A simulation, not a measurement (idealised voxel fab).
This section sets out a process module, namely voxel released beams.
In the cross-section labelled cut, the width is 185 nm and each square cell is 5 nm.
A cross-section in this document is a grid of square cells, and it is written down as bands, the top band listed before the ones below it; a band is made up of one or more rows of cells.
Heights first: top, then bottom, in nm. Then materials, left to right, each with a width in nm. "edge to edge" on a single material: fills the band edge to edge. "empty": empty space.
Beneath 0, the wafer as received is one material, and that level is where height counting begins. The lowest band goes on downward without a bottom; it is written like "0 -> down".
The expression "30 to 40" gives the width at the extremes of the band, the first number at its top row of cells and the second at its bottom row, with the width changing by equal amounts from each row to the next in between.
"no change", as given for a step, is the statement that not any cell of the cross-section underwent a change during that step.
Listed in "Trapped cavities": every empty space of 8 or more cells without an open way to the top. Form: width x height at distance, the distance being from the left edge, all in nm.
On each step's line, the part that comes after the settings is the simulator's own comment on the step.
overlay nm: mask right of planned place by this much (step with mask). Neg. = left.
List of planned process steps
1 RECEIVE,material Si
2 CONFORMAL_DEP,material Al2O3,thk nm 10
3 DIRECTIONAL_DEP,material SiO2,thk nm 15
4 DIRECTIONAL_DEP,material aC,thk nm 15
5 PATTERN,tone open,mask id ANCHOR,material resist,width nm 40,thk nm 35,overlay nm 0
6 DIRECTIONAL_ETCH,etch materials aC,depth nm 15
7 STRIP,etch materials resist
8 DIRECTIONAL_ETCH,etch materials SiO2,depth nm 15
9 STRIP,etch materials aC
10 CONFORMAL_DEP,material W,thk nm 15
11 MASKED_ETCH,tone cover,mask id BEAM,width nm 105,etch materials W,depth nm 15,overlay nm 0
12 STRIP,etch materials SiO2
The first of the two wafers, which ran as planned
Cross-section of the wafer at receipt, which is the condition after step 1
	0 -> down | Si edge to edge
	Trapped cavities: none
Once step 2 is through, the wafer looks like this in cross-section
	10 -> 0 | Al2O3 edge to edge
	Lower than 0, everything is as it was.
Once step 3 is through, the wafer looks like this in cross-section
	25 -> 10 | SiO2 edge to edge
	Lower than 10, everything is as it was.
Once step 4 is through, the wafer looks like this in cross-section
	40 -> 25 | aC edge to edge
	Lower than 25, everything is as it was.
Once step 5 is through, the wafer looks like this in cross-section
	75 -> 40 | resist 40, empty 40, resist 105
	Lower than 40, everything is as it was.
Once step 6 is through, the wafer looks like this in cross-section
	60 -> 40 | resist 40, empty 40, resist 105
	40 -> 25 | aC 40, empty 40, aC 105
	Lower than 25, everything is as it was.
Once step 7 is through, the wafer looks like this in cross-section
	40 -> 25 | aC 40, empty 40, aC 105
	Lower than 25, everything is as it was.
Once step 8 is through, the wafer looks like this in cross-section
	40 -> 25 | aC 40, empty 40, aC 105
	25 -> 10 | SiO2 40, empty 40, SiO2 105
	Lower than 10, everything is as it was.
Once step 9 is through, the wafer looks like this in cross-section
	25 -> 10 | SiO2 40, empty 40, SiO2 105
	Lower than 10, everything is as it was.
Once step 10 is through, the wafer looks like this in cross-section
	40 -> 25 | W 55, empty 10, W 120
	25 -> 10 | SiO2 40, W 40, SiO2 105
	Lower than 10, everything is as it was.
Once step 11 is through, the wafer looks like this in cross-section
	40 -> 25 | empty 35, W 20, empty 10, W 75, empty 45
	Lower than 25, everything is as it was.
Once step 12 is through, the wafer looks like this in cross-section
	40 -> 25 | empty 35, W 20, empty 10, W 75, empty 45
	25 -> 10 | empty 40, W 40, empty 105
	Lower than 10, everything is as it was.
Regarding the second of the two wafers: it shared the first wafer's starting condition and process plan, yet one error occurred during its execution. Its history coincides with that of the first wafer up to and including step 4
Cross-sectional representation of the second wafer at the time designated in the plan for the completion of step 5
	75 -> 40 | empty 40, resist 40, empty 105
	Lower than 40, everything is as it was.
Cross-sectional representation of the second wafer at the time designated in the plan for the completion of step 6
	60 -> 40 | empty 40, resist 40, empty 105
	40 -> 25 | empty 40, aC 40, empty 105
	Lower than 25, everything is as it was.
Cross-sectional representation of the second wafer at the time designated in the plan for the completion of step 7
	40 -> 25 | empty 40, aC 40, empty 105
	Lower than 25, everything is as it was.
Cross-sectional representation of the second wafer at the time designated in the plan for the completion of step 8
	40 -> 25 | empty 40, aC 40, empty 105
	25 -> 10 | empty 40, SiO2 40, empty 105
	Lower than 10, everything is as it was.
Cross-sectional representation of the second wafer at the time designated in the plan for the completion of step 9
	25 -> 10 | empty 40, SiO2 40, empty 105
	Lower than 10, everything is as it was.
Cross-sectional representation of the second wafer at the time designated in the plan for the completion of step 10
	40 -> 25 | empty 25, W 70, empty 90
	25 -> 10 | W 40, SiO2 40, W 105
	Lower than 10, everything is as it was.
Cross-sectional representation of the second wafer at the time designated in the plan for the completion of step 11
	40 -> 25 | empty 35, W 60, empty 90
	25 -> 10 | empty 25, W 15, SiO2 40, W 60, empty 45
	Lower than 10, everything is as it was.
Cross-sectional representation of the second wafer at the time designated in the plan for the completion of step 12: no change
In executing the process, a mistake was made relative to the plan: step 5 ran differently from the plan; actual operation with settings: PATTERN,tone cover,mask id ANCHOR,material resist,width nm 40,thk nm 35,overlay nm 0
Final wafer comparison in cells, second versus first, more or fewer per material: +24 SiO2
